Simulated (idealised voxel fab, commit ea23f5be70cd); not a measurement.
Herein follows the process module entitled voxel wiring stack.
The cross-section on display is named cut; it measures 275 nm wide, and its cells are 5 nm squares.
Bands, listed from the top down, are how a cross-section gets written in this document; the cross-section itself is a grid of square cells, and a band is one or more rows of them.
In this notation a band is specified by the heights of its top and bottom, in that order and in nm, after which its materials appear from left to right, each paired with its width in nm. The word "everywhere" attached to a single material means that material fills the band from edge to edge; the word "air" stands for empty space.
For the purposes of this specification, 0 denotes the height below which the wafer in its as-received condition is composed wholly of one material, and the lowermost band, lacking a lower limit, extends downward without end, as expressed in "0 and below".
Read "30->40" as a graded width: first number on top, second number at the bottom, same change between each pair of neighbouring rows.
Step marked "left unchanged"? Then no cell in the cross-section changed in it.
Basically, "closed voids" tells you about the enclosed voids: empty spaces with no open way to the top, 8 cells or bigger, each written width x height at distance, where distance is from the left edge, all in nm.
On a step's line, text after the settings is the simulator commenting on that step.
overlay nm: how far to the right of its planned place the mask lay on this masked step (negative: to the left).
How should the pairs below be read? Each gives the cross-section before one process step and the cross-section after it, the latter drawn only to the lowest band that changed; the step that lies between them, with its settings, appears under the pair. Does a pair pick up where the pair above left off? Only where its entry headed "Prior to processing" says so, since pairs can come from different runs of this module on the same starting wafer.
Prior to processing:
	160 down to 155  Cu everywhere
	155 down to 150  90 TiN / 15 Cu / 25 TiN / 15 Cu / 25 TiN / 15 Cu / 90 TiN
	150 down to 135  85 SiO2 / 5 TiN / 15 Cu / 5 TiN / 15 SiO2 / 5 TiN / 15 Cu / 5 TiN / 15 SiO2 / 5 TiN / 15 Cu / 5 TiN / 85 SiO2
	135 down to 130  85 SiO2 / 5 TiN / 5 Cu / 15 TiN / 15 SiO2 / 5 TiN / 5 Cu / 15 TiN / 15 SiO2 / 5 TiN / 5 Cu / 15 TiN / 85 SiO2
	130 down to 120  85 SiO2 / 5 TiN / 5 Cu / 5 TiN / 25 SiO2 / 5 TiN / 5 Cu / 5 TiN / 25 SiO2 / 5 TiN / 5 Cu / 5 TiN / 95 SiO2
	120 down to 115  85 SiCN / 15 TiN / 25 SiCN / 15 TiN / 25 SiCN / 15 TiN / 95 SiCN
	115 down to 110  Ru everywhere
	110 down to 105  90 TiN / 15 Ru / 25 TiN / 15 Ru / 25 TiN / 15 Ru / 90 TiN
	105 down to 100  85 SiO2 / 5 TiN / 15 Ru / 5 TiN / 15 SiO2 / 5 TiN / 15 Ru / 5 TiN / 15 SiO2 / 5 TiN / 15 Ru / 5 TiN / 85 SiO2
	100 down to 95  85 SiO2 / 5 TiN / 5 Ru / 15 TiN / 15 SiO2 / 25 TiN / 15 SiO2 / 5 TiN / 5 Ru / 15 TiN / 85 SiO2
	95 down to 85  85 SiO2 / 5 TiN / 5 Ru / 5 TiN / 65 SiO2 / 5 TiN / 5 Ru / 5 TiN / 95 SiO2
	85 down to 80  85 SiCN / 15 TiN / 65 SiCN / 15 TiN / 95 SiCN
	80 down to 65  85 SiO2 / 5 TiN / 15 Cu / 5 TiN / 15 SiO2 / 5 TiN / 15 Cu / 5 TiN / 15 SiO2 / 5 TiN / 15 Cu / 5 TiN / 85 SiO2
	65 down to 60  85 SiO2 / 5 TiN / 5 Cu / 15 TiN / 15 SiO2 / 25 TiN / 15 SiO2 / 5 TiN / 5 Cu / 15 TiN / 85 SiO2
	60 down to 50  85 SiO2 / 5 TiN / 5 Cu / 5 TiN / 65 SiO2 / 5 TiN / 5 Cu / 5 TiN / 95 SiO2
	50 down to 45  85 SiCN / 15 TiN / 65 SiCN / 15 TiN / 95 SiCN
	45 down to 20  85 lowk / 25 Ru / 15 lowk / 25 Ru / 15 lowk / 25 Ru / 85 lowk
	20 down to 15  85 lowk / 25 TiN / 15 lowk / 25 TiN / 15 lowk / 25 TiN / 85 lowk
	15 down to 0  SiO2 everywhere
	0 and below  Si everywhere
	closed voids: none
Section After Processing:
	150 down to 135  85 SiO2 / 5 TiN / 15 Cu / 5 TiN / 15 SiO2 / 5 TiN / 15 Cu / 5 TiN / 15 SiO2 / 5 TiN / 15 Cu / 5 TiN / 85 SiO2
	Below 135 it's all the same as before, nothing changed down there.
	closed voids: none
Step linking the sections shown: CMP: height nm 150
Prior to processing: identical to the post-step cross-section of the immediately preceding pair.
Section After Processing:
	155 down to 150  SiCN everywhere
	Below 150 it's all the same as before, nothing changed down there.
	closed voids: none
Step linking the sections shown: CONFORMAL_DEP: material SiCN, thk nm 5
Prior to processing:
	125 down to 115  85 aC / 25 air / 15 aC / 25 air / 15 aC / 25 air / 85 aC
	115 down to 105  85 SiO2 / 25 air / 15 SiO2 / 25 air / 15 SiO2 / 25 air / 85 SiO2
	105 down to 95  85 SiO2 / 15 air / 10 aC / 15 SiO2 / 25 aC / 15 SiO2 / 15 air / 10 aC / 85 SiO2
	95 down to 85  SiO2 everywhere
	85 down to 80  SiCN everywhere
	80 down to 65  85 SiO2 / 5 TiN / 15 Cu / 5 TiN / 15 SiO2 / 5 TiN / 15 Cu / 5 TiN / 15 SiO2 / 5 TiN / 15 Cu / 5 TiN / 85 SiO2
	65 down to 60  85 SiO2 / 5 TiN / 5 Cu / 15 TiN / 15 SiO2 / 25 TiN / 15 SiO2 / 5 TiN / 5 Cu / 15 TiN / 85 SiO2
	60 down to 50  85 SiO2 / 5 TiN / 5 Cu / 5 TiN / 65 SiO2 / 5 TiN / 5 Cu / 5 TiN / 95 SiO2
	50 down to 45  85 SiCN / 15 TiN / 65 SiCN / 15 TiN / 95 SiCN
	45 down to 20  85 lowk / 25 Ru / 15 lowk / 25 Ru / 15 lowk / 25 Ru / 85 lowk
	20 down to 15  85 lowk / 25 TiN / 15 lowk / 25 TiN / 15 lowk / 25 TiN / 85 lowk
	15 down to 0  SiO2 everywhere
	0 and below  Si everywhere
	closed voids: none
Section After Processing:
	125 down to 115  85 aC / 25 air / 15 aC / 25 air / 15 aC / 25 air / 85 aC
	115 down to 105  85 SiO2 / 25 air / 15 SiO2 / 25 air / 15 SiO2 / 25 air / 85 SiO2
	105 down to 95  85 SiO2 / 15 air / 10 aC / 15 SiO2 / 25 aC / 15 SiO2 / 15 air / 10 aC / 85 SiO2
	95 down to 90  85 SiO2 / 15 air / 65 SiO2 / 15 air / 95 SiO2
	Below 90 it's all the same as before, nothing changed down there.
	closed voids: none
Step linking the sections shown: DIRECTIONAL_ETCH: etch materials SiO2, depth nm 5
Prior to processing: identical to the post-step cross-section of the immediately preceding pair.
Section After Processing:
	115 down to 95  85 SiO2 / 25 air / 15 SiO2 / 25 air / 15 SiO2 / 25 air / 85 SiO2
	Below 95 it's all the same as before, nothing changed down there.
	closed voids: none
Step linking the sections shown: STRIP: etch materials aC
Prior to processing: identical to the post-step cross-section of the immediately preceding pair.
Section After Processing:
	120 down to 115  90 TiN / 15 air / 25 TiN / 15 air / 25 TiN / 15 air / 90 TiN
	115 down to 100  85 SiO2 / 5 TiN / 15 air / 5 TiN / 15 SiO2 / 5 TiN / 15 air / 5 TiN / 15 SiO2 / 5 TiN / 15 air / 5 TiN / 85 SiO2
	100 down to 95  85 SiO2 / 5 TiN / 5 air / 15 TiN / 15 SiO2 / 25 TiN / 15 SiO2 / 5 TiN / 5 air / 15 TiN / 85 SiO2
	95 down to 90  85 SiO2 / 15 TiN / 65 SiO2 / 15 TiN / 95 SiO2
	Below 90 it's all the same as before, nothing changed down there.
	closed voids: none
Step linking the sections shown: CONFORMAL_DEP: material TiN, thk nm 5
Prior to processing: identical to the post-step cross-section of the immediately preceding pair.
Section After Processing:
	125 down to 120  Ru everywhere
	120 down to 115  90 TiN / 15 Ru / 25 TiN / 15 Ru / 25 TiN / 15 Ru / 90 TiN
	115 down to 100  85 SiO2 / 5 TiN / 15 Ru / 5 TiN / 15 SiO2 / 5 TiN / 15 Ru / 5 TiN / 15 SiO2 / 5 TiN / 15 Ru / 5 TiN / 85 SiO2
	100 down to 95  85 SiO2 / 5 TiN / 5 Ru / 15 TiN / 15 SiO2 / 25 TiN / 15 SiO2 / 5 TiN / 5 Ru / 15 TiN / 85 SiO2
	Below 95 it's all the same as before, nothing changed down there.
	closed voids: none
Step linking the sections shown: FILL_DEP: material Ru, thk nm 5
Prior to processing: identical to the post-step cross-section of the immediately preceding pair.
Section After Processing:
	115 down to 100  85 SiO2 / 5 TiN / 15 Ru / 5 TiN / 15 SiO2 / 5 TiN / 15 Ru / 5 TiN / 15 SiO2 / 5 TiN / 15 Ru / 5 TiN / 85 SiO2
	Below 100 it's all the same as before, nothing changed down there.
	closed voids: none
Step linking the sections shown: CMP: height nm 115
Prior to processing: identical to the post-step cross-section of the immediately preceding pair.
Section After Processing:
	120 down to 115  SiCN everywhere
	Below 115 it's all the same as before, nothing changed down there.
	closed voids: none
Step linking the sections shown: CONFORMAL_DEP: material SiCN, thk nm 5
Prior to processing: identical to the post-step cross-section of the immediately preceding pair.
Section After Processing:
	150 down to 120  SiO2 everywhere
	Below 120 it's all the same as before, nothing changed down there.
	closed voids: none
Step linking the sections shown: DIRECTIONAL_DEP: material SiO2, thk nm 30
Prior to processing: identical to the post-step cross-section of the immediately preceding pair.
Section After Processing:
	170 down to 150  85 resist / 15 air / 25 resist / 15 air / 25 resist / 15 air / 95 resist
	Below 150 it's all the same as before, nothing changed down there.
	closed voids: none
Step linking the sections shown: PATTERN: tone open, mask id METAL_4_HOLES, material resist, width nm 15, pitch nm 40, thk nm 20, overlay nm 0
Prior to processing: identical to the post-step cross-section of the immediately preceding pair.
Section After Processing:
	170 down to 150  85 resist / 15 air / 25 resist / 15 air / 25 resist / 15 air / 95 resist
	150 down to 120  85 SiO2 / 15 air / 25 SiO2 / 15 air / 25 SiO2 / 15 air / 95 SiO2
	Below 120 it's all the same as before, nothing changed down there.
	closed voids: none
Step linking the sections shown: DIRECTIONAL_ETCH: etch materials SiO2, depth nm 30
Prior to processing: identical to the post-step cross-section of the immediately preceding pair.
Section After Processing:
	150 down to 120  85 SiO2 / 15 air / 25 SiO2 / 15 air / 25 SiO2 / 15 air / 95 SiO2
	Below 120 it's all the same as before, nothing changed down there.
	closed voids: none
Step linking the sections shown: STRIP: etch materials resist
Prior to processing: identical to the post-step cross-section of the immediately preceding pair.
Section After Processing:
	170 down to 150  85 resist / 25 air / 15 resist / 25 air / 15 resist / 25 air / 85 resist
	Below 150 it's all the same as before, nothing changed down there.
	closed voids: none
Step linking the sections shown: PATTERN: tone open, mask id METAL_4, material resist, width nm 25, pitch nm 40, thk nm 20, overlay nm 0
Prior to processing: identical to the post-step cross-section of the immediately preceding pair.
Section After Processing:
	170 down to 150  85 resist / 25 air / 15 resist / 25 air / 15 resist / 25 air / 85 resist
	150 down to 130  85 SiO2 / 25 air / 15 SiO2 / 25 air / 15 SiO2 / 25 air / 85 SiO2
	Below 130 it's all the same as before, nothing changed down there.
	closed voids: none
Step linking the sections shown: DIRECTIONAL_ETCH: etch materials SiO2, depth nm 20
Prior to processing: identical to the post-step cross-section of the immediately preceding pair.
Section After Processing:
	170 down to 150  85 resist / 25 air / 15 resist / 25 air / 15 resist / 25 air / 85 resist
	150 down to 130  85 SiO2 / 25 air / 15 SiO2 / 25 air / 15 SiO2 / 25 air / 85 SiO2
	130 down to 120  85 SiO2 / 15 air / 25 SiO2 / 15 air / 25 SiO2 / 15 air / 95 SiO2
	120 down to 115  85 SiCN / 15 air / 25 SiCN / 15 air / 25 SiCN / 15 air / 95 SiCN
	Below 115 it's all the same as before, nothing changed down there.
	closed voids: none
Step linking the sections shown: DIRECTIONAL_ETCH: etch materials SiCN, depth nm 5
Prior to processing: identical to the post-step cross-section of the immediately preceding pair.
Section After Processing:
	150 down to 130  85 SiO2 / 25 air / 15 SiO2 / 25 air / 15 SiO2 / 25 air / 85 SiO2
	Below 130 it's all the same as before, nothing changed down there.
	closed voids: none
Step linking the sections shown: STRIP: etch materials resist
Prior to processing: identical to the post-step cross-section of the immediately preceding pair.
Section After Processing:
	155 down to 150  90 TiN / 15 air / 25 TiN / 15 air / 25 TiN / 15 air / 90 TiN
	150 down to 135  85 SiO2 / 5 TiN / 15 air / 5 TiN / 15 SiO2 / 5 TiN / 15 air / 5 TiN / 15 SiO2 / 5 TiN / 15 air / 5 TiN / 85 SiO2
	135 down to 130  85 SiO2 / 5 TiN / 5 air / 15 TiN / 15 SiO2 / 5 TiN / 5 air / 15 TiN / 15 SiO2 / 5 TiN / 5 air / 15 TiN / 85 SiO2
	130 down to 120  85 SiO2 / 5 TiN / 5 air / 5 TiN / 25 SiO2 / 5 TiN / 5 air / 5 TiN / 25 SiO2 / 5 TiN / 5 air / 5 TiN / 95 SiO2
	120 down to 115  85 SiCN / 15 TiN / 25 SiCN / 15 TiN / 25 SiCN / 15 TiN / 95 SiCN
	Below 115 it's all the same as before, nothing changed down there.
	closed voids: none
Step linking the sections shown: CONFORMAL_DEP: material TiN, thk nm 5
Prior to processing: identical to the post-step cross-section of the immediately preceding pair.
Section After Processing:
	160 down to 155  Cu everywhere
	155 down to 150  90 TiN / 15 Cu / 25 TiN / 15 Cu / 25 TiN / 15 Cu / 90 TiN
	150 down to 135  85 SiO2 / 5 TiN / 15 Cu / 5 TiN / 15 SiO2 / 5 TiN / 15 Cu / 5 TiN / 15 SiO2 / 5 TiN / 15 Cu / 5 TiN / 85 SiO2
	135 down to 130  85 SiO2 / 5 TiN / 5 Cu / 15 TiN / 15 SiO2 / 5 TiN / 5 Cu / 15 TiN / 15 SiO2 / 5 TiN / 5 Cu / 15 TiN / 85 SiO2
	130 down to 120  85 SiO2 / 5 TiN / 5 Cu / 5 TiN / 25 SiO2 / 5 TiN / 5 Cu / 5 TiN / 25 SiO2 / 5 TiN / 5 Cu / 5 TiN / 95 SiO2
	Below 120 it's all the same as before, nothing changed down there.
	closed voids: none
Step linking the sections shown: FILL_DEP: material Cu, thk nm 5
Prior to processing: identical to the post-step cross-section of the immediately preceding pair.
Section After Processing:
	150 down to 135  85 SiO2 / 5 TiN / 15 Cu / 5 TiN / 15 SiO2 / 5 TiN / 15 Cu / 5 TiN / 15 SiO2 / 5 TiN / 15 Cu / 5 TiN / 85 SiO2
	Below 135 it's all the same as before, nothing changed down there.
	closed voids: none
Step linking the sections shown: CMP: height nm 150
Prior to processing: identical to the post-step cross-section of the immediately preceding pair.
Section After Processing:
	155 down to 150  SiCN everywhere
	Below 150 it's all the same as before, nothing changed down there.
	closed voids: none
Step linking the sections shown: CONFORMAL_DEP: material SiCN, thk nm 5
Prior to processing:
	150 down to 120  85 SiO2 / 15 air / 25 SiO2 / 15 air / 25 SiO2 / 15 air / 95 SiO2
	120 down to 115  SiCN everywhere
	115 down to 100  85 SiO2 / 5 TiN / 15 Ru / 5 TiN / 15 SiO2 / 5 TiN / 15 Ru / 5 TiN / 15 SiO2 / 5 TiN / 15 Ru / 5 TiN / 85 SiO2
	100 down to 95  85 SiO2 / 5 TiN / 5 Ru / 15 TiN / 15 SiO2 / 25 TiN / 15 SiO2 / 5 TiN / 5 Ru / 15 TiN / 85 SiO2
	95 down to 85  85 SiO2 / 5 TiN / 5 Ru / 5 TiN / 65 SiO2 / 5 TiN / 5 Ru / 5 TiN / 95 SiO2
	85 down to 80  85 SiCN / 15 TiN / 65 SiCN / 15 TiN / 95 SiCN
	80 down to 65  85 SiO2 / 5 TiN / 15 Cu / 5 TiN / 15 SiO2 / 5 TiN / 15 Cu / 5 TiN / 15 SiO2 / 5 TiN / 15 Cu / 5 TiN / 85 SiO2
	65 down to 60  85 SiO2 / 5 TiN / 5 Cu / 15 TiN / 15 SiO2 / 25 TiN / 15 SiO2 / 5 TiN / 5 Cu / 15 TiN / 85 SiO2
	60 down to 50  85 SiO2 / 5 TiN / 5 Cu / 5 TiN / 65 SiO2 / 5 TiN / 5 Cu / 5 TiN / 95 SiO2
	50 down to 45  85 SiCN / 15 TiN / 65 SiCN / 15 TiN / 95 SiCN
	45 down to 20  85 lowk / 25 Ru / 15 lowk / 25 Ru / 15 lowk / 25 Ru / 85 lowk
	20 down to 15  85 lowk / 25 TiN / 15 lowk / 25 TiN / 15 lowk / 25 TiN / 85 lowk
	15 down to 0  SiO2 everywhere
	0 and below  Si everywhere
	closed voids: none
Section After Processing:
	170 down to 150  90 resist / 20 air / 20 resist / 20 air / 20 resist / 20 air / 85 resist
	150 down to 120  85 SiO2 / 5 resist / 10 air / 25 SiO2 / 5 resist / 10 air / 25 SiO2 / 5 resist / 10 air / 95 SiO2
	Below 120 it's all the same as before, nothing changed down there.
	closed voids: none
Step linking the sections shown: PATTERN: tone open, mask id METAL_4, material resist, width nm 20, pitch nm 40, thk nm 20, overlay nm 0
Prior to processing: identical to the post-step cross-section of the immediately preceding pair.
Section After Processing:
	170 down to 150  90 resist / 20 air / 20 resist / 20 air / 20 resist / 20 air / 85 resist
	150 down to 130  85 SiO2 / 5 resist / 20 air / 15 SiO2 / 5 resist / 20 air / 15 SiO2 / 5 resist / 20 air / 85 SiO2
	Below 130 it's all the same as before, nothing changed down there.
	closed voids: none
Step linking the sections shown: DIRECTIONAL_ETCH: etch materials SiO2, depth nm 20
Prior to processing: identical to the post-step cross-section of the immediately preceding pair.
Section After Processing:
	170 down to 150  90 resist / 20 air / 20 resist / 20 air / 20 resist / 20 air / 85 resist
	150 down to 130  85 SiO2 / 5 resist / 20 air / 15 SiO2 / 5 resist / 20 air / 15 SiO2 / 5 resist / 20 air / 85 SiO2
	130 down to 120  85 SiO2 / 5 resist / 10 air / 25 SiO2 / 5 resist / 10 air / 25 SiO2 / 5 resist / 10 air / 95 SiO2
	120 down to 115  90 SiCN / 10 air / 30 SiCN / 10 air / 30 SiCN / 10 air / 95 SiCN
	Below 115 it's all the same as before, nothing changed down there.
	closed voids: none
Step linking the sections shown: DIRECTIONAL_ETCH: etch materials SiCN, depth nm 5
Prior to processing: identical to the post-step cross-section of the immediately preceding pair.
Section After Processing:
	150 down to 130  85 SiO2 / 25 air / 15 SiO2 / 25 air / 15 SiO2 / 25 air / 85 SiO2
	130 down to 120  85 SiO2 / 15 air / 25 SiO2 / 15 air / 25 SiO2 / 15 air / 95 SiO2
	Below 120 it's all the same as before, nothing changed down there.
	closed voids: none
Step linking the sections shown: STRIP: etch materials resist
Prior to processing: identical to the post-step cross-section of the immediately preceding pair.
Section After Processing:
	155 down to 150  90 TiN / 15 air / 25 TiN / 15 air / 25 TiN / 15 air / 90 TiN
	150 down to 135  85 SiO2 / 5 TiN / 15 air / 5 TiN / 15 SiO2 / 5 TiN / 15 air / 5 TiN / 15 SiO2 / 5 TiN / 15 air / 5 TiN / 85 SiO2
	135 down to 125  85 SiO2 / 5 TiN / 5 air / 15->5 TiN / 15->25 SiO2 / 5 TiN / 5 air / 15->5 TiN / 15->25 SiO2 / 5 TiN / 5 air / 15->5 TiN / 85->95 SiO2
	125 down to 120  85 SiO2 / 15 TiN / 25 SiO2 / 15 TiN / 25 SiO2 / 15 TiN / 95 SiO2
	120 down to 115  90 SiCN / 10 TiN / 30 SiCN / 10 TiN / 30 SiCN / 10 TiN / 95 SiCN
	Below 115 it's all the same as before, nothing changed down there.
	closed voids: none
Step linking the sections shown: CONFORMAL_DEP: material TiN, thk nm 5
Prior to processing: identical to the post-step cross-section of the immediately preceding pair.
Section After Processing:
	160 down to 155  Cu everywhere
	155 down to 150  90 TiN / 15 Cu / 25 TiN / 15 Cu / 25 TiN / 15 Cu / 90 TiN
	150 down to 135  85 SiO2 / 5 TiN / 15 Cu / 5 TiN / 15 SiO2 / 5 TiN / 15 Cu / 5 TiN / 15 SiO2 / 5 TiN / 15 Cu / 5 TiN / 85 SiO2
	135 down to 125  85 SiO2 / 5 TiN / 5 Cu / 15->5 TiN / 15->25 SiO2 / 5 TiN / 5 Cu / 15->5 TiN / 15->25 SiO2 / 5 TiN / 5 Cu / 15->5 TiN / 85->95 SiO2
	Below 125 it's all the same as before, nothing changed down there.
	closed voids: none
Step linking the sections shown: FILL_DEP: material Cu, thk nm 5
Prior to processing: identical to the post-step cross-section of the immediately preceding pair.
Section After Processing:
	150 down to 135  85 SiO2 / 5 TiN / 15 Cu / 5 TiN / 15 SiO2 / 5 TiN / 15 Cu / 5 TiN / 15 SiO2 / 5 TiN / 15 Cu / 5 TiN / 85 SiO2
	Below 135 it's all the same as before, nothing changed down there.
	closed voids: none
Step linking the sections shown: CMP: height nm 150
Prior to processing: identical to the post-step cross-section of the immediately preceding pair.
Section After Processing:
	155 down to 150  SiCN everywhere
	Below 150 it's all the same as before, nothing changed down there.
	closed voids: none
Step linking the sections shown: CONFORMAL_DEP: material SiCN, thk nm 5
Prior to processing:
	150 down to 120  85 SiO2 / 15 air / 25 SiO2 / 15 air / 25 SiO2 / 15 air / 95 SiO2
	120 down to 115  SiCN everywhere
	115 down to 100  85 SiO2 / 5 TiN / 15 Ru / 5 TiN / 15 SiO2 / 5 TiN / 15 Ru / 5 TiN / 15 SiO2 / 5 TiN / 15 Ru / 5 TiN / 85 SiO2
	100 down to 95  85 SiO2 / 5 TiN / 5 Ru / 15 TiN / 15 SiO2 / 25 TiN / 15 SiO2 / 5 TiN / 5 Ru / 15 TiN / 85 SiO2
	95 down to 85  85 SiO2 / 5 TiN / 5 Ru / 5 TiN / 65 SiO2 / 5 TiN / 5 Ru / 5 TiN / 95 SiO2
	85 down to 80  85 SiCN / 15 TiN / 65 SiCN / 15 TiN / 95 SiCN
	80 down to 65  85 SiO2 / 5 TiN / 15 Cu / 5 TiN / 15 SiO2 / 5 TiN / 15 Cu / 5 TiN / 15 SiO2 / 5 TiN / 15 Cu / 5 TiN / 85 SiO2
	65 down to 60  85 SiO2 / 5 TiN / 5 Cu / 15 TiN / 15 SiO2 / 25 TiN / 15 SiO2 / 5 TiN / 5 Cu / 15 TiN / 85 SiO2
	60 down to 50  85 SiO2 / 5 TiN / 5 Cu / 5 TiN / 65 SiO2 / 5 TiN / 5 Cu / 5 TiN / 95 SiO2
	50 down to 45  85 SiCN / 15 TiN / 65 SiCN / 15 TiN / 95 SiCN
	45 down to 20  85 lowk / 25 Ru / 15 lowk / 25 Ru / 15 lowk / 25 Ru / 85 lowk
	20 down to 15  85 lowk / 25 TiN / 15 lowk / 25 TiN / 15 lowk / 25 TiN / 85 lowk
	15 down to 0  SiO2 everywhere
	0 and below  Si everywhere
	closed voids: none
Section After Processing:
	170 down to 150  90 resist / 25 air / 15 resist / 25 air / 15 resist / 25 air / 80 resist
	150 down to 120  85 SiO2 / 5 resist / 10 air / 25 SiO2 / 5 resist / 10 air / 25 SiO2 / 5 resist / 10 air / 95 SiO2
	Below 120 it's all the same as before, nothing changed down there.
	closed voids: none
Step linking the sections shown: PATTERN: tone open, mask id METAL_4, material resist, width nm 25, pitch nm 40, thk nm 20, overlay nm 5
Prior to processing: identical to the post-step cross-section of the immediately preceding pair.
Section After Processing:
	170 down to 150  90 resist / 25 air / 15 resist / 25 air / 15 resist / 25 air / 80 resist
	150 down to 130  85 SiO2 / 5 resist / 25 air / 10 SiO2 / 5 resist / 25 air / 10 SiO2 / 5 resist / 25 air / 80 SiO2
	Below 130 it's all the same as before, nothing changed down there.
	closed voids: none
Step linking the sections shown: DIRECTIONAL_ETCH: etch materials SiO2, depth nm 20
Prior to processing: identical to the post-step cross-section of the immediately preceding pair.
Section After Processing:
	170 down to 150  90 resist / 25 air / 15 resist / 25 air / 15 resist / 25 air / 80 resist
	150 down to 130  85 SiO2 / 5 resist / 25 air / 10 SiO2 / 5 resist / 25 air / 10 SiO2 / 5 resist / 25 air / 80 SiO2
	130 down to 120  85 SiO2 / 5 resist / 10 air / 25 SiO2 / 5 resist / 10 air / 25 SiO2 / 5 resist / 10 air / 95 SiO2
	120 down to 115  90 SiCN / 10 air / 30 SiCN / 10 air / 30 SiCN / 10 air / 95 SiCN
	Below 115 it's all the same as before, nothing changed down there.
	closed voids: none
Step linking the sections shown: DIRECTIONAL_ETCH: etch materials SiCN, depth nm 5
Prior to processing: identical to the post-step cross-section of the immediately preceding pair.
Section After Processing:
	150 down to 130  85 SiO2 / 30 air / 10 SiO2 / 30 air / 10 SiO2 / 30 air / 80 SiO2
	130 down to 120  85 SiO2 / 15 air / 25 SiO2 / 15 air / 25 SiO2 / 15 air / 95 SiO2
	Below 120 it's all the same as before, nothing changed down there.
	closed voids: none
Step linking the sections shown: STRIP: etch materials resist
Prior to processing: identical to the post-step cross-section of the immediately preceding pair.
Section After Processing:
	155 down to 150  90 TiN / 20 air / 20 TiN / 20 air / 20 TiN / 20 air / 85 TiN
	150 down to 135  85 SiO2 / 5 TiN / 20 air / 5 TiN / 10 SiO2 / 5 TiN / 20 air / 5 TiN / 10 SiO2 / 5 TiN / 20 air / 5 TiN / 80 SiO2
	135 down to 125  85 SiO2 / 5 TiN / 5 air / 20->5 TiN / 10->25 SiO2 / 5 TiN / 5 air / 20->5 TiN / 10->25 SiO2 / 5 TiN / 5 air / 20->5 TiN / 80->95 SiO2
	125 down to 120  85 SiO2 / 15 TiN / 25 SiO2 / 15 TiN / 25 SiO2 / 15 TiN / 95 SiO2
	120 down to 115  90 SiCN / 10 TiN / 30 SiCN / 10 TiN / 30 SiCN / 10 TiN / 95 SiCN
	Below 115 it's all the same as before, nothing changed down there.
	closed voids: none
Step linking the sections shown: CONFORMAL_DEP: material TiN, thk nm 5
Prior to processing: identical to the post-step cross-section of the immediately preceding pair.
Section After Processing:
	160 down to 155  Cu everywhere
	155 down to 150  90 TiN / 20 Cu / 20 TiN / 20 Cu / 20 TiN / 20 Cu / 85 TiN
	150 down to 135  85 SiO2 / 5 TiN / 20 Cu / 5 TiN / 10 SiO2 / 5 TiN / 20 Cu / 5 TiN / 10 SiO2 / 5 TiN / 20 Cu / 5 TiN / 80 SiO2
	135 down to 125  85 SiO2 / 5 TiN / 5 Cu / 20->5 TiN / 10->25 SiO2 / 5 TiN / 5 Cu / 20->5 TiN / 10->25 SiO2 / 5 TiN / 5 Cu / 20->5 TiN / 80->95 SiO2
	Below 125 it's all the same as before, nothing changed down there.
	closed voids: none
Step linking the sections shown: FILL_DEP: material Cu, thk nm 5
Prior to processing: identical to the post-step cross-section of the immediately preceding pair.
Section After Processing:
	150 down to 135  85 SiO2 / 5 TiN / 20 Cu / 5 TiN / 10 SiO2 / 5 TiN / 20 Cu / 5 TiN / 10 SiO2 / 5 TiN / 20 Cu / 5 TiN / 80 SiO2
	Below 135 it's all the same as before, nothing changed down there.
	closed voids: none
Step linking the sections shown: CMP: height nm 150
Prior to processing: identical to the post-step cross-section of the immediately preceding pair.
Section After Processing:
	155 down to 150  SiCN everywhere
	Below 150 it's all the same as before, nothing changed down there.
	closed voids: none
Step linking the sections shown: CONFORMAL_DEP: material SiCN, thk nm 5
Prior to processing:
	95 down to 80  85 aC / 25 air / 15 aC / 25 air / 15 aC / 25 air / 85 aC
	80 down to 75  85 SiO2 / 25 air / 15 SiO2 / 25 air / 15 SiO2 / 25 air / 85 SiO2
	75 down to 60  85 SiO2 / 15 air / 10 aC / 15 SiO2 / 25 aC / 15 SiO2 / 15 air / 10 aC / 85 SiO2
	60 down to 50  85 SiO2 / 15 air / 65 SiO2 / 15 air / 95 SiO2
	50 down to 45  85 SiCN / 15 air / 65 SiCN / 15 air / 95 SiCN
	45 down to 20  85 lowk / 25 Ru / 15 lowk / 25 Ru / 15 lowk / 25 Ru / 85 lowk
	20 down to 15  85 lowk / 25 TiN / 15 lowk / 25 TiN / 15 lowk / 25 TiN / 85 lowk
	15 down to 0  SiO2 everywhere
	0 and below  Si everywhere
	closed voids: none
Section After Processing:
	95 down to 80  85 aC / 25 air / 15 aC / 25 air / 15 aC / 25 air / 85 aC
	80 down to 75  85 SiO2 / 25 air / 15 SiO2 / 25 air / 15 SiO2 / 25 air / 85 SiO2
	75 down to 60  85 SiO2 / 15 air / 10 aC / 15 SiO2 / 25 aC / 15 SiO2 / 15 air / 10 aC / 85 SiO2
	60 down to 50  85 SiO2 / 15 air / 65 SiO2 / 15 air / 95 SiO2
	50 down to 45  85 SiCN / 15 air / 65 SiCN / 15 air / 95 SiCN
	45 down to 20  85 lowk / 25 air / 15 lowk / 25 Ru / 15 lowk / 25 air / 85 lowk
	Below 20 it's all the same as before, nothing changed down there.
	closed voids: none
Step linking the sections shown: STRIP: etch materials Ru
Prior to processing: identical to the post-step cross-section of the immediately preceding pair.
Section After Processing:
	100 down to 95  90 TiN / 15 air / 25 TiN / 15 air / 25 TiN / 15 air / 90 TiN
	95 down to 80  85 aC / 5 TiN / 15 air / 5 TiN / 15 aC / 5 TiN / 15 air / 5 TiN / 15 aC / 5 TiN / 15 air / 5 TiN / 85 aC
	80 down to 75  85 SiO2 / 5 TiN / 5 air / 15 TiN / 15 SiO2 / 25 TiN / 15 SiO2 / 5 TiN / 5 air / 15 TiN / 85 SiO2
	75 down to 60  85 SiO2 / 5 TiN / 5 air / 5 TiN / 10 aC / 15 SiO2 / 25 aC / 15 SiO2 / 5 TiN / 5 air / 5 TiN / 10 aC / 85 SiO2
	60 down to 50  85 SiO2 / 5 TiN / 5 air / 5 TiN / 65 SiO2 / 5 TiN / 5 air / 5 TiN / 95 SiO2
	50 down to 45  85 SiCN / 5 TiN / 5 air / 5 TiN / 65 SiCN / 5 TiN / 5 air / 5 TiN / 95 SiCN
	45 down to 40  85 lowk / 5 TiN / 5 air / 15 TiN / 15 lowk / 25 Ru / 15 lowk / 5 TiN / 5 air / 15 TiN / 85 lowk
	40 down to 25  85 lowk / 5 TiN / 15 air / 5 TiN / 15 lowk / 25 Ru / 15 lowk / 5 TiN / 15 air / 5 TiN / 85 lowk
	25 down to 20  85 lowk / 25 TiN / 15 lowk / 25 Ru / 15 lowk / 25 TiN / 85 lowk
	Below 20 it's all the same as before, nothing changed down there.
	closed voids: none
Step linking the sections shown: CONFORMAL_DEP: material TiN, thk nm 5
